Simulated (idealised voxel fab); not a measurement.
process module | voxel transistor to metal
cross-section cut | 275 nm wide | cells 5 nm
A cross-section is a grid of square cells, given in bands from the top down. A band is one or more rows of cells.
Each band's line starts with the height of the band's top and of its bottom, in nm. Then come its materials from left to right, each with its width in nm. One material with "throughout" fills the band from edge to edge. "air" is empty space.
Height 0 is the level under which the wafer as received is all one material. The lowest band goes on downwards, as in "0 down".
A width such as "30 to 40" changes by the same amount from each row of cells to the next, from the band's top row to its bottom row.
"no change" after a step means that no cell of the cross-section changed.
closed voids: empty space of 8 cells or more with no open way to the top, each as width x height at its distance from the left edge, in nm
after a step's settings: what the simulator itself notes on the step
overlay nm, on a step with a mask: how far to the right of its planned place the mask lay; to the left if negative
plan
1 op RECEIVE | material Si
2 op OXIDIZE | depth nm 5
3 op CONFORMAL_DEP | material SiN | thk nm 10
4 op PATTERN | tone cover | mask id ACTIVE | material resist | width nm 105 | pitch nm 135 | thk nm 20 | overlay nm 0
5 op DIRECTIONAL_ETCH | etch materials SiN | depth nm 10
6 op DIRECTIONAL_ETCH | etch materials SiO2 | depth nm 5
7 op DIRECTIONAL_ETCH | etch materials Si | depth nm 35
8 op STRIP | etch materials resist
9 op FILL_DEP | material SiO2 | thk nm 15
10 op CMP | height nm 10
11 op SELECTIVE_ETCH | etch materials SiO2 | depth nm 5
12 op STRIP | etch materials SiN
13 op SELECTIVE_ETCH | etch materials SiO2 | depth nm 5
14 op OXIDIZE | depth nm 5
15 op DIRECTIONAL_DEP | material polySi | thk nm 30
16 op DIRECTIONAL_DEP | material SiCN | thk nm 15
17 op PATTERN | tone cover | mask id GATE | material resist | width nm 35 | pitch nm 135 | thk nm 15 | overlay nm 0
18 op DIRECTIONAL_ETCH | etch materials SiCN | depth nm 25
19 op DIRECTIONAL_ETCH | etch materials polySi | depth nm 40
20 op STRIP | etch materials resist
21 op CONFORMAL_DEP | material SiO2 | thk nm 5
22 op DIRECTIONAL_ETCH | etch materials SiO2 | depth nm 5
23 op CONFORMAL_DEP | material SiN | thk nm 5
24 op DIRECTIONAL_ETCH | etch materials SiN | depth nm 5
25 op DIRECTIONAL_ETCH | etch materials SiO2 | depth nm 5
26 op DIRECTIONAL_ETCH | etch materials Si | depth nm 10
27 op EPI | material nSi | thk nm 10
28 op FILL_DEP | material SiO2 | thk nm 10
29 op CMP | height nm 25
30 op STRIP | etch materials polySi
31 op SELECTIVE_ETCH | etch materials SiO2 | depth nm 5
32 op CONFORMAL_DEP | material HfO2 | thk nm 5
33 op CONFORMAL_DEP | material TiN | thk nm 5
34 op FILL_DEP | material W | thk nm 10
35 op CMP | height nm 20
36 op DIRECTIONAL_DEP | material SiO2 | thk nm 10
37 op PATTERN | tone open | mask id CONTACT | material resist | width nm 15 | thk nm 15 | overlay nm 0
38 op DIRECTIONAL_ETCH | etch materials SiO2 | depth nm 30
39 op STRIP | etch materials resist
40 op CONFORMAL_DEP | material TiN | thk nm 5
41 op FILL_DEP | material W | thk nm 10
42 op CMP | height nm 30
43 op DIRECTIONAL_DEP | material TiN | thk nm 5
44 op DIRECTIONAL_DEP | material Ru | thk nm 25
45 op DIRECTIONAL_DEP | material aC | thk nm 15
46 op PATTERN | tone cover | mask id METAL_1 | material resist | width nm 15 | thk nm 35 | overlay nm 0
47 op DIRECTIONAL_ETCH | etch materials aC | depth nm 15
48 op STRIP | etch materials resist
49 op DIRECTIONAL_ETCH | etch materials Ru | depth nm 25
50 op DIRECTIONAL_ETCH | etch materials TiN | depth nm 5
51 op STRIP | etch materials aC
52 op FILL_DEP | material SiO2 | thk nm 5
53 op CMP | height nm 60
54 op CONFORMAL_DEP | material SiCN | thk nm 5
55 op DIRECTIONAL_DEP | material SiO2 | thk nm 30
56 op MASKED_ETCH | tone open | mask id METAL_2 | width nm 15 | pitch nm 135 | etch materials SiO2 | depth nm 15 | overlay nm 0
57 op DIRECTIONAL_DEP | material aC | thk nm 15
58 op PATTERN | tone open | mask id METAL_2_HOLES | material resist | width nm 15 | pitch nm 135 | thk nm 30 | overlay nm 0
59 op DIRECTIONAL_ETCH | etch materials aC | depth nm 15
60 op STRIP | etch materials resist
61 op DIRECTIONAL_ETCH | etch materials SiO2 | depth nm 15
62 op DIRECTIONAL_ETCH | etch materials SiCN | depth nm 5
63 op STRIP | etch materials aC
64 op CONFORMAL_DEP | material TiN | thk nm 5
65 op FILL_DEP | material Cu | thk nm 10
66 op CMP | height nm 95
67 op CONFORMAL_DEP | material SiN | thk nm 5
as received, after step 1
  0 down: Si throughout
  closed voids: none
a wafer at the end: this start, this plan, one mistake
  100 to 95: SiN throughout
  95 to 65: SiO2 20 | TiN 5 | Cu 5 | TiN 5 | SiO2 120 | TiN 5 | Cu 5 | TiN 5 | SiO2 105
  65 to 60: SiCN 20 | TiN 15 | SiCN 120 | TiN 15 | SiCN 105
  60 to 35: SiO2 20 | Ru 15 | SiO2 65 | Ru 15 | SiO2 40 | Ru 15 | SiO2 65 | Ru 15 | SiO2 25
  35 to 30: SiO2 20 | TiN 15 | SiO2 65 | TiN 15 | SiO2 40 | TiN 15 | SiO2 65 | TiN 15 | SiO2 25
  30 to 20: SiO2 20 | TiN 5 | W 5 | TiN 5 | SiO2 65 | TiN 5 | W 5 | TiN 5 | SiO2 40 | TiN 5 | W 5 | TiN 5 | SiO2 65 | TiN 5 | W 5 | TiN 5 | SiO2 25
  20 to 5: SiO2 20 | TiN 5 | W 5 | TiN 5 | SiO2 5 | SiN 5 | TiN 5 | W 35 | TiN 5 | SiN 5 | SiO2 5 | TiN 5 | W 5 | TiN 5 | SiO2 40 | TiN 5 | W 5 | TiN 5 | SiO2 5 | SiN 5 | TiN 5 | W 35 | TiN 5 | SiN 5 | SiO2 5 | TiN 5 | W 5 | TiN 5 | SiO2 25
  5 to 0: SiO2 20 | TiN 15 | SiO2 5 | SiN 5 | TiN 5 | W 35 | TiN 5 | SiN 5 | SiO2 5 | TiN 15 | SiO2 40 | TiN 15 | SiO2 5 | SiN 5 | TiN 5 | W 35 | TiN 5 | SiN 5 | SiO2 5 | TiN 15 | SiO2 25
  0 to -5: SiO2 15 | SiN 5 | nSi 20 | SiN 5 | TiN 5 | W 35 | TiN 5 | SiN 5 | nSi 20 | SiN 5 | SiO2 30 | SiN 5 | nSi 20 | SiN 5 | TiN 5 | W 35 | TiN 5 | SiN 5 | nSi 20 | SiN 5 | SiO2 20
  -5 to -10: SiO2 20 | nSi 20 | SiO2 5 | TiN 45 | SiO2 5 | nSi 20 | SiO2 40 | nSi 20 | SiO2 5 | TiN 45 | SiO2 5 | nSi 20 | SiO2 25
  -10 to -20: SiO2 15 | Si 5 | nSi 20 | Si 55 | nSi 20 | Si 5 | SiO2 30 | Si 5 | nSi 20 | Si 55 | nSi 20 | Si 5 | SiO2 20
  -20 to -40: SiO2 15 | Si 105 | SiO2 30 | Si 105 | SiO2 20
  -40 down: Si throughout
  closed voids: none
what went wrong: step 32 was left out
